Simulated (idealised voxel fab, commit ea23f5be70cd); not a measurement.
The name of this process module is voxel air gaps.
cross-section cut | 240 nm wide | cells 5 nm
In this document a cross-section is written as a grid of square cells. It is given as a series of bands, listed from the top down, and a band is one or more rows of cells.
It is stipulated that each band's entry specify, in nanometres, the height of the top of the band and then that of its bottom, followed by the materials of the band in left-to-right sequence, each together with its width in nanometres. A single material marked by the word "everywhere" is understood to fill the band from edge to edge; the word "air" is understood to denote empty space.
A quick word on heights: they are counted from 0, and under that level the wafer as it came to us is one material throughout. The lowest band is different from the rest in having no bottom; it simply continues downward, written as in "0 nm and below".
The width entry "30->40" should be interpreted row by row: the top row of cells in the band takes the first number, the bottom row takes the second number, and the change between adjacent rows is uniform throughout.
Given "no modification" for a step, no cell of the cross-section differs between before and after that step.
You'll see "Fully enclosed voids" listing empty spaces that have no way open to the top, as long as they're 8 cells or more; the notation is width x height at distance, where the distance is from the left edge, and all of it is in nm.
On each step's line, the part that comes after the settings is the simulator's own comment on the step.
overlay nm: where the mask lay relative to plan, measured to the right, on steps with a mask; negatives go left.

Listed below are the process steps as planned:
step 1: op RECEIVE | material Si
step 2: op CONFORMAL_DEP | material SiO2 | thk nm 15
step 3: op CONFORMAL_DEP | material SiN | thk nm 5
step 4: op DIRECTIONAL_DEP | material SiO2 | thk nm 30
step 5: op MASKED_ETCH | tone open | mask id LINES | width nm 25 | pitch nm 55 | etch materials SiO2 | depth nm 30 | overlay nm 0
step 6: op CONFORMAL_DEP | material TiN | thk nm 5
step 7: op FILL_DEP | material W | thk nm 5
step 8: op CMP | height nm 50
step 9: op EPI | material Ru | thk nm 10
step 10: op SELECTIVE_ETCH | etch materials SiO2 | depth nm 40
step 11: op CONFORMAL_DEP | material SiN | thk nm 5

Cross-section, incoming material, after step 1:
0 nm and below = Si everywhere
Fully enclosed voids: none

A wafer at the end: this start, this plan, one mistake:
65 nm to 60 nm = air 35  SiN 165  air 40
60 nm to 50 nm = air 35  SiN 5  Ru 45  SiN 10  Ru 45  SiN 10  Ru 45  SiN 5  air 40
50 nm to 45 nm = air 35  SiN 15  TiN 5  W 15  TiN 5  SiN 30  TiN 5  W 15  TiN 5  SiN 30  TiN 5  W 15  TiN 5  SiN 15  air 40
45 nm to 25 nm = air 45  SiN 5  TiN 5  W 15  TiN 5  SiN 5  air 20  SiN 5  TiN 5  W 15  TiN 5  SiN 5  air 20  SiN 5  TiN 5  W 15  TiN 5  SiN 5  air 50
25 nm to 20 nm = air 45  SiN 5  TiN 25  SiN 5  air 20  SiN 5  TiN 25  SiN 5  air 20  SiN 5  TiN 25  SiN 5  air 50
20 nm to 15 nm = air 45  SiN 15  SiO2 5  SiN 15  air 20  SiN 15  SiO2 5  SiN 15  air 20  SiN 15  SiO2 5  SiN 15  air 50
15 nm to 10 nm = SiN 60  SiO2 5  SiN 50  SiO2 5  SiN 50  SiO2 5  SiN 65
10 nm to 5 nm = SiO2 everywhere
5 nm to 0 nm = SiN everywhere
0 nm and below = Si everywhere
Fully enclosed voids: 20 x 30 at 80; 20 x 30 at 135
Against the plan, the run slipped here: a sequencing error occurred in which plan steps 2 and 3 were transposed
